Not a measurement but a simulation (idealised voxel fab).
The document below concerns the process module designated voxel transistor to metal.
FYI the section here is cut, 150 nm wide, cells are 5 nm squares.
Cross-section format: a grid of square cells, given as bands from top to bottom; each band is one or more rows of cells. Heads up on the band format: heights come first, top then bottom, in nm. After that it's the materials left to right, each with its width in nm. A single material flagged "everywhere" fills the whole band edge to edge, and "blank" means there's empty space there. The level at which height equals 0 is the one under which the wafer, as it arrives, is entirely one material. No lower edge exists for the bottom band, which continues downward and is notated as in "0 nm and below". You'd read "30->40" like this: the band's top row of cells is as wide as the first number, its bottom row is as wide as the second, and going down, every row changes width by the same amount as the row before did. Any step labelled "nothing different" changed none of the cells in the cross-section. Enclosed cavity list: empty space of 8 cells or more with no open way to the top, each as width x height at its distance from the left edge, in nm. Whatever follows a step's settings on its line is a remark the simulator itself makes about that step. A step line may carry the setting "overlay nm", which, for steps involving a mask, states the distance by which the mask lay to the right of its intended position; negative values denote displacement to the left.

-- Process steps - plan
| 1 | RECEIVE, material Si |
| 2 | OXIDIZE, depth nm 5 |
| 3 | CONFORMAL_DEP, material SiN, thk nm 15 |
| 4 | MASKED_ETCH, tone cover, mask id ACTIVE, width nm 105, etch materials SiN, depth nm 15, overlay nm 0 |
| 5 | MASKED_ETCH, tone cover, mask id ACTIVE, width nm 105, etch materials SiO2, depth nm 5, overlay nm 0 |
| 6 | MASKED_ETCH, tone cover, mask id ACTIVE, width nm 105, etch materials Si, depth nm 35, overlay nm 0 |
| 7 | OXIDIZE, depth nm 5 |
| 8 | FILL_DEP, material SiO2, thk nm 5 |
| 9 | CMP, height nm 15 |
| 10 | SELECTIVE_ETCH, etch materials SiO2, depth nm 10 |
| 11 | STRIP, etch materials SiN |
| 12 | SELECTIVE_ETCH, etch materials SiO2, depth nm 5 |
| 13 | OXIDIZE, depth nm 5 |
| 14 | DIRECTIONAL_DEP, material polySi, thk nm 20 |
| 15 | DIRECTIONAL_DEP, material SiCN, thk nm 10 |
| 16 | MASKED_ETCH, tone cover, mask id GATE, width nm 25, etch materials SiCN, depth nm 20, overlay nm 0 |
| 17 | MASKED_ETCH, tone cover, mask id GATE, width nm 25, etch materials polySi, depth nm 30, overlay nm 0 |
| 18 | CONFORMAL_DEP, material SiN, thk nm 10 |
| 19 | DIRECTIONAL_ETCH, etch materials SiN, depth nm 10 |
| 20 | DIRECTIONAL_ETCH, etch materials SiO2, depth nm 5 |
| 21 | DIRECTIONAL_ETCH, etch materials Si, depth nm 15 |
| 22 | EPI, material nSi, thk nm 15 |
| 23 | FILL_DEP, material SiO2, thk nm 10 |
| 24 | CMP, height nm 25 |
| 25 | DIRECTIONAL_DEP, material SiO2, thk nm 15 |
| 26 | PATTERN, tone open, mask id CONTACT, material resist, width nm 15, pitch nm 80, thk nm 15, overlay nm 0 |
| 27 | DIRECTIONAL_ETCH, etch materials SiO2, depth nm 50 |
| 28 | STRIP, etch materials resist |
| 29 | CONFORMAL_DEP, material TiN, thk nm 5 |
| 30 | FILL_DEP, material W, thk nm 10 |
| 31 | CMP, height nm 40 |
| 32 | CONFORMAL_DEP, material SiN, thk nm 5 |
| 33 | DIRECTIONAL_DEP, material lowk, thk nm 25 |
| 34 | DIRECTIONAL_DEP, material aC, thk nm 10 |
| 35 | PATTERN, tone open, mask id METAL_1, material resist, width nm 15, pitch nm 80, thk nm 25, overlay nm 0 |
| 36 | DIRECTIONAL_ETCH, etch materials aC, depth nm 10 |
| 37 | STRIP, etch materials resist |
| 38 | DIRECTIONAL_ETCH, etch materials lowk, depth nm 25 |
| 39 | DIRECTIONAL_ETCH, etch materials SiN, depth nm 5 |
| 40 | STRIP, etch materials aC |
| 41 | CONFORMAL_DEP, material TiN, thk nm 5 |
| 42 | FILL_DEP, material Cu, thk nm 5 |
| 43 | CMP, height nm 70 |
| 44 | CONFORMAL_DEP, material SiN, thk nm 5 |

-- Incoming wafer, cross-sectional view, post step 1
> 0 nm and below: Si everywhere
> Enclosed cavity list: none

-- Here's the cross-section of the first of our two wafers at the end of the module - it ran as planned
> 75 nm to 70 nm: SiN everywhere
> 70 nm to 45 nm: lowk=25, then TiN=5, then Cu=5, then TiN=5, then lowk=65, then TiN=5, then Cu=5, then TiN=5, then lowk=30
> 45 nm to 40 nm: SiN=25, then TiN=15, then SiN=65, then TiN=15, then SiN=30
> 40 nm to 25 nm: SiO2=25, then TiN=5, then W=5, then TiN=5, then SiO2=65, then TiN=5, then W=5, then TiN=5, then SiO2=30
> 25 nm to 15 nm: SiO2=25, then TiN=5, then W=5, then TiN=5, then SiO2=10, then SiN=10, then SiCN=25, then SiN=10, then SiO2=10, then TiN=5, then W=5, then TiN=5, then SiO2=30
> 15 nm to 10 nm: SiO2=25, then TiN=5, then W=5, then TiN=5, then SiO2=10, then SiN=10, then polySi=25, then SiN=10, then SiO2=10, then TiN=5, then W=5, then TiN=5, then SiO2=30
> 10 nm to 5 nm: SiO2=25, then TiN=15, then SiO2=10, then SiN=10, then polySi=25, then SiN=10, then SiO2=10, then TiN=15, then SiO2=30
> 5 nm to 0 nm: SiO2=25, then TiN=10, then nSi=15, then SiN=10, then polySi=25, then SiN=10, then nSi=15, then TiN=10, then SiO2=30
> 0 nm to -5 nm: SiO2=15, then SiN=10, then TiN=10, then nSi=15, then SiN=10, then polySi=25, then SiN=10, then nSi=15, then TiN=10, then SiN=10, then SiO2=20
> -5 nm to -10 nm: SiO2=25, then TiN=10, then nSi=15, then SiO2=45, then nSi=15, then TiN=10, then SiO2=30
> -10 nm to -25 nm: SiO2=25, then nSi=25, then Si=45, then nSi=25, then SiO2=30
> -25 nm to -45 nm: SiO2=25, then Si=95, then SiO2=30
> -45 nm and below: Si everywhere
> Enclosed cavity list: none

-- End-of-module cross-section of the second wafer: identical starting point and process plan to the first, with one processing mistake
> 75 nm to 70 nm: SiN everywhere
> 70 nm to 50 nm: lowk=25, then TiN=5, then Cu=5, then TiN=5, then lowk=65, then TiN=5, then Cu=5, then TiN=5, then lowk=30
> 50 nm to 45 nm: lowk=25, then TiN=15, then lowk=65, then TiN=15, then lowk=30
> 45 nm to 40 nm: SiCN everywhere
> 40 nm to 25 nm: SiO2=25, then TiN=5, then W=5, then TiN=5, then SiO2=65, then TiN=5, then W=5, then TiN=5, then SiO2=30
> 25 nm to 15 nm: SiO2=25, then TiN=5, then W=5, then TiN=5, then SiO2=10, then SiN=10, then SiCN=25, then SiN=10, then SiO2=10, then TiN=5, then W=5, then TiN=5, then SiO2=30
> 15 nm to 10 nm: SiO2=25, then TiN=5, then W=5, then TiN=5, then SiO2=10, then SiN=10, then polySi=25, then SiN=10, then SiO2=10, then TiN=5, then W=5, then TiN=5, then SiO2=30
> 10 nm to 5 nm: SiO2=25, then TiN=15, then SiO2=10, then SiN=10, then polySi=25, then SiN=10, then SiO2=10, then TiN=15, then SiO2=30
> 5 nm to 0 nm: SiO2=25, then TiN=10, then nSi=15, then SiN=10, then polySi=25, then SiN=10, then nSi=15, then TiN=10, then SiO2=30
> 0 nm to -5 nm: SiO2=15, then SiN=10, then TiN=10, then nSi=15, then SiN=10, then polySi=25, then SiN=10, then nSi=15, then TiN=10, then SiN=10, then SiO2=20
> -5 nm to -10 nm: SiO2=25, then TiN=10, then nSi=15, then SiO2=45, then nSi=15, then TiN=10, then SiO2=30
> -10 nm to -25 nm: SiO2=25, then nSi=25, then Si=45, then nSi=25, then SiO2=30
> -25 nm to -45 nm: SiO2=25, then Si=95, then SiO2=30
> -45 nm and below: Si everywhere
> Enclosed cavity list: none
The plan and the run diverged here: heads up, step 32 didn't go per plan, it actually ran as CONFORMAL_DEP, material SiCN, thk nm 5
The final cell counts differ between the wafers, with the second having more or fewer of some materials than the first: -2 Cu; +30 SiCN; -24 SiN; -4 TiN
